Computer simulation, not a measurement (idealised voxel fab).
The document below concerns the process module designated voxel self aligned vias.
Section cut is 245 nm wide and gridded with 5 nm square cells.
When this document writes out a cross-section, it uses a grid of square cells and lists it as bands, beginning at the top and moving down, with a band standing for one or more rows of cells. Band entry format. Leading values: height of top, height of bottom, nm. Remainder: materials in left-to-right order, each with its width in nm. Special words: "everywhere" on a single material, which then fills the band edge to edge; "empty", empty space. The reference from which all heights are counted is 0, the level beneath which the as-received wafer is entirely one material; the lowest band, having no lower bound, proceeds downward and is written after the example "0 nm and below". Top row gets the first number, bottom row gets the second, and each row in between changes by the same step: that is how a band width like "30 to 40" works. For the purposes of this document, the phrase "same as before" attached to a step denotes that no cell within the cross-section was modified by that step. In "Completely sealed voids" the enclosed voids are listed, meaning empty spaces of 8 cells or larger without any opening to the top. The form is width x height at distance, distance from the left edge, units nm. Step line, after settings: the simulator's comment on this step. A step line may carry the setting "overlay nm", which, for steps involving a mask, states the distance by which the mask lay to the right of its intended position; negative values denote displacement to the left.
Intended process steps:
1. RECEIVE,material Si
2. CONFORMAL_DEP,material SiO2,thk nm 10
3. CONFORMAL_DEP,material SiCN,thk nm 5
4. DIRECTIONAL_DEP,material lowk,thk nm 25
5. MASKED_ETCH,tone open,mask id LINES,width nm 25,pitch nm 75,etch materials lowk,depth nm 25,overlay nm 0
6. CONFORMAL_DEP,material TiN,thk nm 5
7. FILL_DEP,material Ru,thk nm 10
8. CMP,height nm 40
9. SELECTIVE_ETCH,etch materials W Ru TiN,depth nm 5
10. FILL_DEP,material SiN,thk nm 5
11. CMP,height nm 40
12. DIRECTIONAL_DEP,material lowk,thk nm 15
13. DIRECTIONAL_DEP,material aC,thk nm 10
14. PATTERN,tone open,mask id VIAS,material resist,width nm 45,thk nm 25,overlay nm 0
15. DIRECTIONAL_ETCH,etch materials aC,depth nm 10
16. STRIP,etch materials resist
17. DIRECTIONAL_ETCH,etch materials lowk,depth nm 15
18. DIRECTIONAL_ETCH,etch materials SiN,depth nm 5
19. STRIP,etch materials aC
20. CONFORMAL_DEP,material TiN,thk nm 5
21. FILL_DEP,material Ru,thk nm 10
22. CMP,height nm 55
23. CONFORMAL_DEP,material SiCN,thk nm 5
As-received state of the wafer in cross-section, equivalent to post-step 1:
> 0 nm and below: Si everywhere
> Completely sealed voids: none
Wafer cross-section at end of module: start and plan as shown above, one execution error:
> 60 nm to 55 nm: SiCN everywhere
> 55 nm to 45 nm: lowk 60 nm, then TiN 5 nm, then Ru 35 nm, then TiN 5 nm, then lowk 140 nm
> 45 nm to 40 nm: lowk 60 nm, then TiN 45 nm, then lowk 140 nm
> 40 nm to 35 nm: SiN 60 nm, then TiN 10 nm, then lowk 25 nm, then TiN 10 nm, then SiN 40 nm, then lowk 25 nm, then SiN 75 nm
> 35 nm to 20 nm: Ru 65 nm, then TiN 5 nm, then lowk 25 nm, then TiN 5 nm, then Ru 40 nm, then TiN 5 nm, then lowk 25 nm, then TiN 5 nm, then Ru 70 nm
> 20 nm to 15 nm: TiN 70 nm, then lowk 25 nm, then TiN 50 nm, then lowk 25 nm, then TiN 75 nm
> 15 nm to 10 nm: SiCN everywhere
> 10 nm to 0 nm: SiO2 everywhere
> 0 nm and below: Si everywhere
> Completely sealed voids: none
Deviation from plan: planned and actual differ for step 5; actual: MASKED_ETCH,tone cover,mask id LINES,width nm 25,pitch nm 75,etch materials lowk,depth nm 25,overlay nm 0
